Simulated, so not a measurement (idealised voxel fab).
You're looking at the process module voxel released beams.
Pictured: cross-section cut, 180 nm wide, on a grid of 5 nm square cells.
The cross-sections in this document take the form of a grid made of square cells. They are written out as bands, in order from top to bottom. Each band consists of one or more rows of cells.
What a band's entry tells you: where the top is and where the bottom is, as heights in nm, and after that what lies inside, material by material from left to right, each with its width in nm. Empty space is written as the word "blank", and a single material marked with the word "throughout" occupies the band from edge to edge.
Heights are expressed relative to 0, this being the level below which the as-received wafer comprises one material exclusively. The lowest band is unbounded in the downward direction and is denoted as in "0 nm and below".
With a width like "30->40", each row of cells in the band differs from the next by the same amount, the top row carrying the first number and the bottom row the second.
It should be understood that the words "no alterations made", when stated for a given step, signify that the cross-section underwent no change in any of its cells during that step.
Closed empty spaces (no open way to the top) of 8 cells or more are what "Closed empty spaces" lists, each as width x height at distance from the left edge, nm for all three.
What comes after the settings on a step's line is commentary from the simulator itself on that step.
"overlay nm", when on a step's line for a step with a mask, measures how far to the right of its planned place the mask lay; a negative measure means to the left.
The planned process steps are enumerated hereunder
1,RECEIVE | material Si
2,CONFORMAL_DEP | material SiN | thk nm 5
3,DIRECTIONAL_DEP | material SiO2 | thk nm 15
4,DIRECTIONAL_DEP | material aC | thk nm 15
5,PATTERN | tone open | mask id ANCHOR | material resist | width nm 25 | thk nm 30 | overlay nm 0
6,DIRECTIONAL_ETCH | etch materials aC | depth nm 15
7,STRIP | etch materials resist
8,DIRECTIONAL_ETCH | etch materials SiO2 | depth nm 15
9,STRIP | etch materials aC
10,CONFORMAL_DEP | material polySi | thk nm 10
11,DIRECTIONAL_DEP | material aC | thk nm 15
12,PATTERN | tone cover | mask id BEAM | material resist | width nm 110 | thk nm 30 | overlay nm 0
13,DIRECTIONAL_ETCH | etch materials aC | depth nm 15
14,STRIP | etch materials resist
15,DIRECTIONAL_ETCH | etch materials polySi | depth nm 10
16,STRIP | etch materials aC
17,STRIP | etch materials SiO2
Incoming wafer, cross-sectional view, post step 1
  0 nm and below: Si throughout
  Closed empty spaces: none
Cross-sectional image of the first of two wafers at the end of the module, the run having proceeded as planned
  30 nm to 20 nm: blank 30 nm, polySi 15 nm, blank 5 nm, polySi 90 nm, blank 40 nm
  20 nm to 15 nm: blank 35 nm, polySi 10 nm, blank 5 nm, polySi 10 nm, blank 120 nm
  15 nm to 5 nm: blank 35 nm, polySi 25 nm, blank 120 nm
  5 nm to 0 nm: SiN throughout
  0 nm and below: Si throughout
  Closed empty spaces: none
Second wafer cross-section at end of module - shared start and plan with the first, one mistake in the run
  40 nm to 30 nm: blank 30 nm, polySi 15 nm, blank 5 nm, polySi 90 nm, blank 40 nm
  30 nm to 25 nm: blank 35 nm, polySi 10 nm, blank 5 nm, polySi 10 nm, blank 120 nm
  25 nm to 15 nm: blank 35 nm, polySi 25 nm, blank 120 nm
  15 nm to 0 nm: SiN throughout
  0 nm and below: Si throughout
  Closed empty spaces: none
Finding, execution versus plan: step 2 did not use the planned setting and instead ran as CONFORMAL_DEP | material SiN | thk nm 15
It is noted that, at the conclusion of processing, the second wafer exhibits a higher or lower cell count for certain materials relative to the first: SiN +72
